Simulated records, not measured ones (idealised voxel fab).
process module | voxel ribs on slabs
cross-section cut | 190 nm wide | cells 5 nm
A cross-section is a grid of square cells, given in bands from the top down. A band is one or more rows of cells.
Each band's line starts with the height of the band's top and of its bottom, in nm. Then come its materials from left to right, each with its width in nm. One material with "throughout" fills the band from edge to edge. "air" is empty space.
Height 0 is the level under which the wafer as received is all one material. The lowest band goes on downwards, as in "0 down".
A width such as "30 to 40" changes by the same amount from each row of cells to the next, from the band's top row to its bottom row.
"no change" after a step means that no cell of the cross-section changed.
closed voids: empty space of 8 cells or more with no open way to the top, each as width x height at its distance from the left edge, in nm
after a step's settings: what the simulator itself notes on the step
overlay nm, on a step with a mask: how far to the right of its planned place the mask lay; to the left if negative
plan
1 op RECEIVE | material Si
2 op DIRECTIONAL_DEP | material SiO2 | thk nm 20
3 op DIRECTIONAL_DEP | material SiN | thk nm 25
4 op DIRECTIONAL_DEP | material aC | thk nm 10
5 op PATTERN | tone cover | mask id RIB | material resist | width nm 20 | thk nm 30 | overlay nm 0
6 op DIRECTIONAL_ETCH | etch materials aC | depth nm 10
7 op STRIP | etch materials resist
8 op DIRECTIONAL_ETCH | etch materials SiN | depth nm 10
9 op STRIP | etch materials aC
10 op DIRECTIONAL_DEP | material aC | thk nm 15
11 op PATTERN | tone cover | mask id SLAB | material resist | width nm 80 | thk nm 35 | overlay nm 0
12 op DIRECTIONAL_ETCH | etch materials aC | depth nm 15
13 op STRIP | etch materials resist
14 op DIRECTIONAL_ETCH | etch materials SiN | depth nm 15
15 op STRIP | etch materials aC
16 op FILL_DEP | material SiO2 | thk nm 20
17 op CMP | height nm 55
18 op DIRECTIONAL_DEP | material W | thk nm 5
19 op MASKED_ETCH | tone cover | mask id HEATER | width nm 30 | etch materials W | depth nm 5 | overlay nm 0
20 op CONFORMAL_DEP | material SiN | thk nm 5
as received, after step 1
  0 down: Si throughout
  closed voids: none
a wafer at the end: this start, this plan, one mistake
  65 to 60: air 75 | SiN 40 | air 75
  60 to 55: SiN 80 | W 30 | SiN 80
  55 to 25: SiO2 throughout
  25 to 0: SiN throughout
  0 down: Si throughout
  closed voids: none
what went wrong: steps 2 and 3 were swapped
